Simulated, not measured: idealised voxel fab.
The following is a process module called voxel air gaps.
Square cell edge 5 nm, section width 270 nm, ID cut.
If you're reading a cross-section in this doc, picture square cells in a grid; it comes to you as bands, top ones listed first down to the bottom, and a band can be one or more rows of cells.
Read a band's entry like this: the first values are the height of its top and the height of its bottom in nm, and what follows is the sequence of materials from left to right, each with its width in nm. Note that "air" is empty space, and that a single material marked "everywhere" reaches across the band from edge to edge.
Heights are measured from 0, the level below which the as-received wafer is all one material; the lowest band has no bottom and continues downward, written as in "0..down".
Note: "30 to 40" means the width goes from the first number (top row of the band) to the second number (bottom row) in equal steps per row of cells.
Step note "left unchanged" = no cross-section cell changed.
Empty spaces counting at least 8 cells and having no open way to the top are listed in "Cavities, sealed". The notation width x height at distance is used for each, the distance being from the left edge and all three values in nm.
Step line, after settings: the simulator's comment on this step.
Regarding "overlay nm": on a step with a mask, it is the distance the mask lay to the right of its planned place; a negative value places it to the left.

The process steps that were planned are listed below
- 1: RECEIVE (material Si)
- 2: CONFORMAL_DEP (material SiO2; thk nm 10)
- 3: CONFORMAL_DEP (material SiCN; thk nm 5)
- 4: DIRECTIONAL_DEP (material SiO2; thk nm 40)
- 5: PATTERN (tone open; mask id LINES; material resist; width nm 25; pitch nm 55; thk nm 15; overlay nm 0)
- 6: DIRECTIONAL_ETCH (etch materials SiO2; depth nm 40)
- 7: STRIP (etch materials resist)
- 8: CONFORMAL_DEP (material TiN; thk nm 5)
- 9: FILL_DEP (material Ru; thk nm 5)
- 10: CMP (height nm 55)
- 11: EPI (material Ru; thk nm 10)
- 12: SELECTIVE_ETCH (etch materials SiO2; depth nm 50)
- 13: CONFORMAL_DEP (material SiCN; thk nm 5)

Below: the first of two wafers, run as planned

Wafer at receipt (post step 1), cross-section
    0..down = Si everywhere
    Cavities, sealed: none

Cross-section: wafer state after step 2
    10..0 = SiO2 everywhere
    Unchanged below 0.

Cross-section: wafer state after step 3
    15..10 = SiCN everywhere
    Unchanged below 10.

Cross-section: wafer state after step 4
    55..15 = SiO2 everywhere
    Unchanged below 15.

Cross-section: wafer state after step 5
    70..55 = resist: 65; air: 25; resist: 30; air: 25; resist: 30; air: 25; resist: 70
    Unchanged below 55.

Cross-section: wafer state after step 6
    70..55 = resist: 65; air: 25; resist: 30; air: 25; resist: 30; air: 25; resist: 70
    55..15 = SiO2: 65; air: 25; SiO2: 30; air: 25; SiO2: 30; air: 25; SiO2: 70
    Unchanged below 15.

Cross-section: wafer state after step 7
    55..15 = SiO2: 65; air: 25; SiO2: 30; air: 25; SiO2: 30; air: 25; SiO2: 70
    Unchanged below 15.

Cross-section: wafer state after step 8
    60..55 = TiN: 70; air: 15; TiN: 40; air: 15; TiN: 40; air: 15; TiN: 75
    55..20 = SiO2: 65; TiN: 5; air: 15; TiN: 5; SiO2: 30; TiN: 5; air: 15; TiN: 5; SiO2: 30; TiN: 5; air: 15; TiN: 5; SiO2: 70
    20..15 = SiO2: 65; TiN: 25; SiO2: 30; TiN: 25; SiO2: 30; TiN: 25; SiO2: 70
    Unchanged below 15.

Cross-section: wafer state after step 9
    65..60 = Ru everywhere
    60..55 = TiN: 70; Ru: 15; TiN: 40; Ru: 15; TiN: 40; Ru: 15; TiN: 75
    55..20 = SiO2: 65; TiN: 5; Ru: 15; TiN: 5; SiO2: 30; TiN: 5; Ru: 15; TiN: 5; SiO2: 30; TiN: 5; Ru: 15; TiN: 5; SiO2: 70
    Unchanged below 20.

Cross-section: wafer state after step 10
    55..20 = SiO2: 65; TiN: 5; Ru: 15; TiN: 5; SiO2: 30; TiN: 5; Ru: 15; TiN: 5; SiO2: 30; TiN: 5; Ru: 15; TiN: 5; SiO2: 70
    Unchanged below 20.

Cross-section: wafer state after step 11
    65..55 = air: 55; Ru: 45; air: 10; Ru: 45; air: 10; Ru: 45; air: 60
    Unchanged below 55.

Cross-section: wafer state after step 12
    65..55 = air: 55; Ru: 45; air: 10; Ru: 45; air: 10; Ru: 45; air: 60
    55..20 = air: 65; TiN: 5; Ru: 15; TiN: 5; air: 30; TiN: 5; Ru: 15; TiN: 5; air: 30; TiN: 5; Ru: 15; TiN: 5; air: 70
    20..15 = air: 65; TiN: 25; air: 30; TiN: 25; air: 30; TiN: 25; air: 70
    Unchanged below 15.

Cross-section: wafer state after step 13
    70..65 = air: 50; SiCN: 165; air: 55
    65..55 = air: 50; SiCN: 5; Ru: 45; SiCN: 10; Ru: 45; SiCN: 10; Ru: 45; SiCN: 5; air: 55
    55..50 = air: 50; SiCN: 15; TiN: 5; Ru: 15; TiN: 5; SiCN: 30; TiN: 5; Ru: 15; TiN: 5; SiCN: 30; TiN: 5; Ru: 15; TiN: 5; SiCN: 15; air: 55
    50..20 = air: 60; SiCN: 5; TiN: 5; Ru: 15; TiN: 5; SiCN: 5; air: 20; SiCN: 5; TiN: 5; Ru: 15; TiN: 5; SiCN: 5; air: 20; SiCN: 5; TiN: 5; Ru: 15; TiN: 5; SiCN: 5; air: 65
    20..15 = SiCN: 65; TiN: 25; SiCN: 30; TiN: 25; SiCN: 30; TiN: 25; SiCN: 70
    Unchanged below 15.
    Cavities, sealed: 20 x 30 at 95; 20 x 30 at 150

Notes, second wafer: start = first wafer's, plan = first wafer's, execution had one mistake; history identical to first through step 9

Cross-section of the second wafer corresponding to the planned conclusion of step 10
    45..20 = SiO2: 65; TiN: 5; Ru: 15; TiN: 5; SiO2: 30; TiN: 5; Ru: 15; TiN: 5; SiO2: 30; TiN: 5; Ru: 15; TiN: 5; SiO2: 70
    Unchanged below 20.

Cross-section of the second wafer corresponding to the planned conclusion of step 11
    55..45 = air: 55; Ru: 45; air: 10; Ru: 45; air: 10; Ru: 45; air: 60
    Unchanged below 45.

Cross-section of the second wafer corresponding to the planned conclusion of step 12
    55..45 = air: 55; Ru: 45; air: 10; Ru: 45; air: 10; Ru: 45; air: 60
    45..20 = air: 65; TiN: 5; Ru: 15; TiN: 5; air: 30; TiN: 5; Ru: 15; TiN: 5; air: 30; TiN: 5; Ru: 15; TiN: 5; air: 70
    20..15 = air: 65; TiN: 25; air: 30; TiN: 25; air: 30; TiN: 25; air: 70
    Unchanged below 15.

Cross-section of the second wafer corresponding to the planned conclusion of step 13
    60..55 = air: 50; SiCN: 165; air: 55
    55..45 = air: 50; SiCN: 5; Ru: 45; SiCN: 10; Ru: 45; SiCN: 10; Ru: 45; SiCN: 5; air: 55
    45..40 = air: 50; SiCN: 15; TiN: 5; Ru: 15; TiN: 5; SiCN: 30; TiN: 5; Ru: 15; TiN: 5; SiCN: 30; TiN: 5; Ru: 15; TiN: 5; SiCN: 15; air: 55
    40..20 = air: 60; SiCN: 5; TiN: 5; Ru: 15; TiN: 5; SiCN: 5; air: 20; SiCN: 5; TiN: 5; Ru: 15; TiN: 5; SiCN: 5; air: 20; SiCN: 5; TiN: 5; Ru: 15; TiN: 5; SiCN: 5; air: 65
    20..15 = SiCN: 65; TiN: 25; SiCN: 30; TiN: 25; SiCN: 30; TiN: 25; SiCN: 70
    Unchanged below 15.
    Cavities, sealed: 20 x 20 at 95; 20 x 20 at 150
Misprocessing identified: step 10 did not use the planned setting and instead ran as CMP (height nm 45)
Per the end-of-run cell counts, the second wafer holds more or fewer of some materials than the first: Ru -18 | SiCN -12 | TiN -12
